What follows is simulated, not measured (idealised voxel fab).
Process module under the name voxel gate over fins
FYI the section here is cut, 240 nm wide, cells are 5 nm squares.
A cross-section is a grid of square cells, given in bands from the top down. A band is one or more rows of cells.
Read a band's entry like this: the first values are the height of its top and the height of its bottom in nm, and what follows is the sequence of materials from left to right, each with its width in nm. Note that "air" is empty space, and that a single material marked "all across" reaches across the band from edge to edge.
All heights in this document are referenced to 0, defined as the level beneath which the wafer, as received, consists entirely of one material. The lowest band is not bounded below; it extends indefinitely downward and is written in the form "0 and below".
It should be noted that a width expressed as "30..40" varies in equal increments from row to row of cells within the band, taking the value of the first number at the top row and that of the second number at the bottom row.
Where the words "nothing changed" appear for a step, the cross-section shows no cell changed by that step; every cell remained as before.
If an empty space has no open way to the top and is at least 8 cells in size, "Enclosed empty spaces" lists it, written width x height at distance, where distance is measured from the left edge and every value is in nm.
Whatever follows a step's settings on its line is a remark the simulator itself makes about that step.
overlay nm: mask right of planned place by this much (step with mask). Neg. = left.

[The steps planned for the process are as follows]
1. RECEIVE: material Si
2. CONFORMAL_DEP: material SiN, thk nm 10
3. MASKED_ETCH: tone cover, mask id FINS, width nm 15, pitch nm 55, etch materials SiN, depth nm 10, overlay nm 0
4. MASKED_ETCH: tone cover, mask id FINS, width nm 15, pitch nm 55, etch materials Si, depth nm 30, overlay nm 0
5. FILL_DEP: material SiO2, thk nm 10
6. CMP: height nm 10
7. PATTERN: tone open, mask id RAIL, material resist, width nm 15, thk nm 20, overlay nm 0
8. DIRECTIONAL_ETCH: etch materials SiO2, depth nm 35
9. STRIP: etch materials resist
10. CONFORMAL_DEP: material TiN, thk nm 5
11. FILL_DEP: material Ru, thk nm 5
12. CMP: height nm 10
13. SELECTIVE_ETCH: etch materials W Ru TiN, depth nm 30
14. FILL_DEP: material SiO2, thk nm 5
15. CMP: height nm 10
16. SELECTIVE_ETCH: etch materials SiO2, depth nm 20
17. STRIP: etch materials SiN
18. CONFORMAL_DEP: material HfO2, thk nm 5
19. CONFORMAL_DEP: material TiN, thk nm 5
20. FILL_DEP: material W, thk nm 10
21. CMP: height nm 15
22. CONFORMAL_DEP: material SiCN, thk nm 10

[First of two wafers, with the run carried out as planned]

[as received, after step 1]
    0 and below  Si all across
    Enclosed empty spaces: none

[Wafer after step 2 (cross-section)]
    10 down to 0  SiN all across
    Below 0 it's all the same as before, nothing changed down there.

[Wafer after step 3 (cross-section)]
    10 down to 0  air 55 nm  SiN 15 nm  air 40 nm  SiN 15 nm  air 40 nm  SiN 15 nm  air 60 nm
    Below 0 it's all the same as before, nothing changed down there.

[Wafer after step 4 (cross-section)]
    10 down to 0  air 55 nm  SiN 15 nm  air 40 nm  SiN 15 nm  air 40 nm  SiN 15 nm  air 60 nm
    0 down to -30  air 55 nm  Si 15 nm  air 40 nm  Si 15 nm  air 40 nm  Si 15 nm  air 60 nm
    Below -30 it's all the same as before, nothing changed down there.

[Wafer after step 5 (cross-section)]
    20 down to 10  SiO2 all across
    10 down to 0  SiO2 55 nm  SiN 15 nm  SiO2 40 nm  SiN 15 nm  SiO2 40 nm  SiN 15 nm  SiO2 60 nm
    0 down to -30  SiO2 55 nm  Si 15 nm  SiO2 40 nm  Si 15 nm  SiO2 40 nm  Si 15 nm  SiO2 60 nm
    Below -30 it's all the same as before, nothing changed down there.

[Wafer after step 6 (cross-section)]
    10 down to 0  SiO2 55 nm  SiN 15 nm  SiO2 40 nm  SiN 15 nm  SiO2 40 nm  SiN 15 nm  SiO2 60 nm
    Below 0 it's all the same as before, nothing changed down there.

[Wafer after step 7 (cross-section)]
    30 down to 10  resist 80 nm  air 15 nm  resist 145 nm
    Below 10 it's all the same as before, nothing changed down there.

[Wafer after step 8 (cross-section)]
    30 down to 10  resist 80 nm  air 15 nm  resist 145 nm
    10 down to 0  SiO2 55 nm  SiN 15 nm  SiO2 10 nm  air 15 nm  SiO2 15 nm  SiN 15 nm  SiO2 40 nm  SiN 15 nm  SiO2 60 nm
    0 down to -25  SiO2 55 nm  Si 15 nm  SiO2 10 nm  air 15 nm  SiO2 15 nm  Si 15 nm  SiO2 40 nm  Si 15 nm  SiO2 60 nm
    Below -25 it's all the same as before, nothing changed down there.

[Wafer after step 9 (cross-section)]
    10 down to 0  SiO2 55 nm  SiN 15 nm  SiO2 10 nm  air 15 nm  SiO2 15 nm  SiN 15 nm  SiO2 40 nm  SiN 15 nm  SiO2 60 nm
    Below 0 it's all the same as before, nothing changed down there.

[Wafer after step 10 (cross-section)]
    15 down to 10  TiN 85 nm  air 5 nm  TiN 150 nm
    10 down to 0  SiO2 55 nm  SiN 15 nm  SiO2 10 nm  TiN 5 nm  air 5 nm  TiN 5 nm  SiO2 15 nm  SiN 15 nm  SiO2 40 nm  SiN 15 nm  SiO2 60 nm
    0 down to -20  SiO2 55 nm  Si 15 nm  SiO2 10 nm  TiN 5 nm  air 5 nm  TiN 5 nm  SiO2 15 nm  Si 15 nm  SiO2 40 nm  Si 15 nm  SiO2 60 nm
    -20 down to -25  SiO2 55 nm  Si 15 nm  SiO2 10 nm  TiN 15 nm  SiO2 15 nm  Si 15 nm  SiO2 40 nm  Si 15 nm  SiO2 60 nm
    Below -25 it's all the same as before, nothing changed down there.

[Wafer after step 11 (cross-section)]
    20 down to 15  Ru all across
    15 down to 10  TiN 85 nm  Ru 5 nm  TiN 150 nm
    10 down to 0  SiO2 55 nm  SiN 15 nm  SiO2 10 nm  TiN 5 nm  Ru 5 nm  TiN 5 nm  SiO2 15 nm  SiN 15 nm  SiO2 40 nm  SiN 15 nm  SiO2 60 nm
    0 down to -20  SiO2 55 nm  Si 15 nm  SiO2 10 nm  TiN 5 nm  Ru 5 nm  TiN 5 nm  SiO2 15 nm  Si 15 nm  SiO2 40 nm  Si 15 nm  SiO2 60 nm
    Below -20 it's all the same as before, nothing changed down there.

[Wafer after step 12 (cross-section)]
    10 down to 0  SiO2 55 nm  SiN 15 nm  SiO2 10 nm  TiN 5 nm  Ru 5 nm  TiN 5 nm  SiO2 15 nm  SiN 15 nm  SiO2 40 nm  SiN 15 nm  SiO2 60 nm
    Below 0 it's all the same as before, nothing changed down there.

[Wafer after step 13 (cross-section)]
    10 down to 0  SiO2 55 nm  SiN 15 nm  SiO2 10 nm  air 15 nm  SiO2 15 nm  SiN 15 nm  SiO2 40 nm  SiN 15 nm  SiO2 60 nm
    0 down to -20  SiO2 55 nm  Si 15 nm  SiO2 10 nm  air 15 nm  SiO2 15 nm  Si 15 nm  SiO2 40 nm  Si 15 nm  SiO2 60 nm
    Below -20 it's all the same as before, nothing changed down there.

[Wafer after step 14 (cross-section)]
    15 down to 10  SiO2 all across
    10 down to 0  SiO2 55 nm  SiN 15 nm  SiO2 40 nm  SiN 15 nm  SiO2 40 nm  SiN 15 nm  SiO2 60 nm
    0 down to -20  SiO2 55 nm  Si 15 nm  SiO2 40 nm  Si 15 nm  SiO2 40 nm  Si 15 nm  SiO2 60 nm
    Below -20 it's all the same as before, nothing changed down there.

[Wafer after step 15 (cross-section)]
    10 down to 0  SiO2 55 nm  SiN 15 nm  SiO2 40 nm  SiN 15 nm  SiO2 40 nm  SiN 15 nm  SiO2 60 nm
    Below 0 it's all the same as before, nothing changed down there.

[Wafer after step 16 (cross-section)]
    10 down to 0  air 55 nm  SiN 15 nm  air 40 nm  SiN 15 nm  air 40 nm  SiN 15 nm  air 60 nm
    0 down to -10  air 55 nm  Si 15 nm  air 40 nm  Si 15 nm  air 40 nm  Si 15 nm  air 60 nm
    Below -10 it's all the same as before, nothing changed down there.

[Wafer after step 17 (cross-section)]
    0 down to -10  air 55 nm  Si 15 nm  air 40 nm  Si 15 nm  air 40 nm  Si 15 nm  air 60 nm
    Below -10 it's all the same as before, nothing changed down there.

[Wafer after step 18 (cross-section)]
    5 down to 0  air 50 nm  HfO2 25 nm  air 30 nm  HfO2 25 nm  air 30 nm  HfO2 25 nm  air 55 nm
    0 down to -5  air 50 nm  HfO2 5 nm  Si 15 nm  HfO2 5 nm  air 30 nm  HfO2 5 nm  Si 15 nm  HfO2 5 nm  air 30 nm  HfO2 5 nm  Si 15 nm  HfO2 5 nm  air 55 nm
    -5 down to -10  HfO2 55 nm  Si 15 nm  HfO2 40 nm  Si 15 nm  HfO2 40 nm  Si 15 nm  HfO2 60 nm
    Below -10 it's all the same as before, nothing changed down there.

[Wafer after step 19 (cross-section)]
    10 down to 5  air 45 nm  TiN 35 nm  air 20 nm  TiN 35 nm  air 20 nm  TiN 35 nm  air 50 nm
    5 down to 0  air 45 nm  TiN 5 nm  HfO2 25 nm  TiN 5 nm  air 20 nm  TiN 5 nm  HfO2 25 nm  TiN 5 nm  air 20 nm  TiN 5 nm  HfO2 25 nm  TiN 5 nm  air 50 nm
    0 down to -5  TiN 50 nm  HfO2 5 nm  Si 15 nm  HfO2 5 nm  TiN 30 nm  HfO2 5 nm  Si 15 nm  HfO2 5 nm  TiN 30 nm  HfO2 5 nm  Si 15 nm  HfO2 5 nm  TiN 55 nm
    Below -5 it's all the same as before, nothing changed down there.

[Wafer after step 20 (cross-section)]
    20 down to 10  W all across
    10 down to 5  W 45 nm  TiN 35 nm  W 20 nm  TiN 35 nm  W 20 nm  TiN 35 nm  W 50 nm
    5 down to 0  W 45 nm  TiN 5 nm  HfO2 25 nm  TiN 5 nm  W 20 nm  TiN 5 nm  HfO2 25 nm  TiN 5 nm  W 20 nm  TiN 5 nm  HfO2 25 nm  TiN 5 nm  W 50 nm
    Below 0 it's all the same as before, nothing changed down there.

[Wafer after step 21 (cross-section)]
    15 down to 10  W all across
    Below 10 it's all the same as before, nothing changed down there.

[Wafer after step 22 (cross-section)]
    25 down to 15  SiCN all across
    Below 15 it's all the same as before, nothing changed down there.

[Here the second wafer is described. Its start and its plan were those of the first wafer. Its run contained one mistake. Up to and including step 1, it did exactly what the first wafer did]

[Here is the second wafer in cross-section at the point where step 2 of the plan should have been done]
    10 down to 0  HfO2 all across
    Below 0 it's all the same as before, nothing changed down there.

Here is the second wafer in cross-section at the point where step 3 of the plan should have been done: nothing changed

Here is the second wafer in cross-section at the point where step 4 of the plan should have been done: nothing changed

[Here is the second wafer in cross-section at the point where step 5 of the plan should have been done]
    20 down to 10  SiO2 all across
    Below 10 it's all the same as before, nothing changed down there.

[Here is the second wafer in cross-section at the point where step 6 of the plan should have been done]
    10 down to 0  HfO2 all across
    Below 0 it's all the same as before, nothing changed down there.

[Here is the second wafer in cross-section at the point where step 7 of the plan should have been done]
    30 down to 10  resist 80 nm  air 15 nm  resist 145 nm
    Below 10 it's all the same as before, nothing changed down there.

Here is the second wafer in cross-section at the point where step 8 of the plan should have been done: nothing changed

[Here is the second wafer in cross-section at the point where step 9 of the plan should have been done]
    10 down to 0  HfO2 all across
    Below 0 it's all the same as before, nothing changed down there.

[Here is the second wafer in cross-section at the point where step 10 of the plan should have been done]
    15 down to 10  TiN all across
    Below 10 it's all the same as before, nothing changed down there.

[Here is the second wafer in cross-section at the point where step 11 of the plan should have been done]
    20 down to 15  Ru all across
    Below 15 it's all the same as before, nothing changed down there.

[Here is the second wafer in cross-section at the point where step 12 of the plan should have been done]
    10 down to 0  HfO2 all across
    Below 0 it's all the same as before, nothing changed down there.

Here is the second wafer in cross-section at the point where step 13 of the plan should have been done: nothing changed

[Here is the second wafer in cross-section at the point where step 14 of the plan should have been done]
    15 down to 10  SiO2 all across
    Below 10 it's all the same as before, nothing changed down there.

[Here is the second wafer in cross-section at the point where step 15 of the plan should have been done]
    10 down to 0  HfO2 all across
    Below 0 it's all the same as before, nothing changed down there.

Here is the second wafer in cross-section at the point where step 16 of the plan should have been done: nothing changed

Here is the second wafer in cross-section at the point where step 17 of the plan should have been done: nothing changed

[Here is the second wafer in cross-section at the point where step 18 of the plan should have been done]
    15 down to 0  HfO2 all across
    Below 0 it's all the same as before, nothing changed down there.

[Here is the second wafer in cross-section at the point where step 19 of the plan should have been done]
    20 down to 15  TiN all across
    Below 15 it's all the same as before, nothing changed down there.

[Here is the second wafer in cross-section at the point where step 20 of the plan should have been done]
    30 down to 20  W all across
    Below 20 it's all the same as before, nothing changed down there.

[Here is the second wafer in cross-section at the point where step 21 of the plan should have been done]
    15 down to 0  HfO2 all across
    Below 0 it's all the same as before, nothing changed down there.

[Here is the second wafer in cross-section at the point where step 22 of the plan should have been done]
    25 down to 15  SiCN all across
    Below 15 it's all the same as before, nothing changed down there.
Nonconformance to the process plan: step 2 went in with a setting other than planned; the actual run was CONFORMAL_DEP: material HfO2, thk nm 10
Once processing is complete, comparing cell counts shows that the second wafer has more or fewer of certain materials than the first: +84 HfO2; +234 Si; -153 SiO2; -63 TiN; -102 W
